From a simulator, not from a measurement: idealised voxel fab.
process module | voxel trench capacitor
cross-section cut | 250 nm wide | cells 5 nm
A cross-section is a grid of square cells, given in bands from the top down. A band is one or more rows of cells.
Each band's line starts with the height of the band's top and of its bottom, in nm. Then come its materials from left to right, each with its width in nm. One material with "throughout" fills the band from edge to edge. "air" is empty space.
Height 0 is the level under which the wafer as received is all one material. The lowest band goes on downwards, as in "0 down".
A width such as "30 to 40" changes by the same amount from each row of cells to the next, from the band's top row to its bottom row.
"no change" after a step means that no cell of the cross-section changed.
closed voids: empty space of 8 cells or more with no open way to the top, each as width x height at its distance from the left edge, in nm
after a step's settings: what the simulator itself notes on the step
overlay nm, on a step with a mask: how far to the right of its planned place the mask lay; to the left if negative
plan
1 op RECEIVE | material Si
2 op CONFORMAL_DEP | material SiN | thk nm 10
3 op DIRECTIONAL_DEP | material aC | thk nm 10
4 op PATTERN | tone open | mask id TRENCH | material resist | width nm 15 | pitch nm 40 | thk nm 25 | overlay nm 0
5 op DIRECTIONAL_ETCH | etch materials aC | depth nm 10
6 op STRIP | etch materials resist
7 op DIRECTIONAL_ETCH | etch materials SiN | depth nm 10
8 op DIRECTIONAL_ETCH | etch materials Si | depth nm 40
9 op STRIP | etch materials aC
10 op CONFORMAL_DEP | material SiO2 | thk nm 5
11 op FILL_DEP | material polySi | thk nm 10
12 op CMP | height nm 10
as received, after step 1
  0 down: Si throughout
  closed voids: none
a wafer at the end: this start, this plan, one mistake
  10 to 0: SiN 75 | SiO2 5 | polySi 5 | SiO2 5 | SiN 25 | SiO2 5 | polySi 5 | SiO2 5 | SiN 25 | SiO2 5 | polySi 5 | SiO2 5 | SiN 80
  0 to -40: Si 75 | SiO2 5 | polySi 5 | SiO2 5 | Si 25 | SiO2 5 | polySi 5 | SiO2 5 | Si 25 | SiO2 5 | polySi 5 | SiO2 5 | Si 80
  -40 to -45: Si 75 | SiO2 15 | Si 25 | SiO2 15 | Si 25 | SiO2 15 | Si 80
  -45 down: Si throughout
  closed voids: none
what went wrong: step 8 ran as: op DIRECTIONAL_ETCH | etch materials Si | depth nm 45
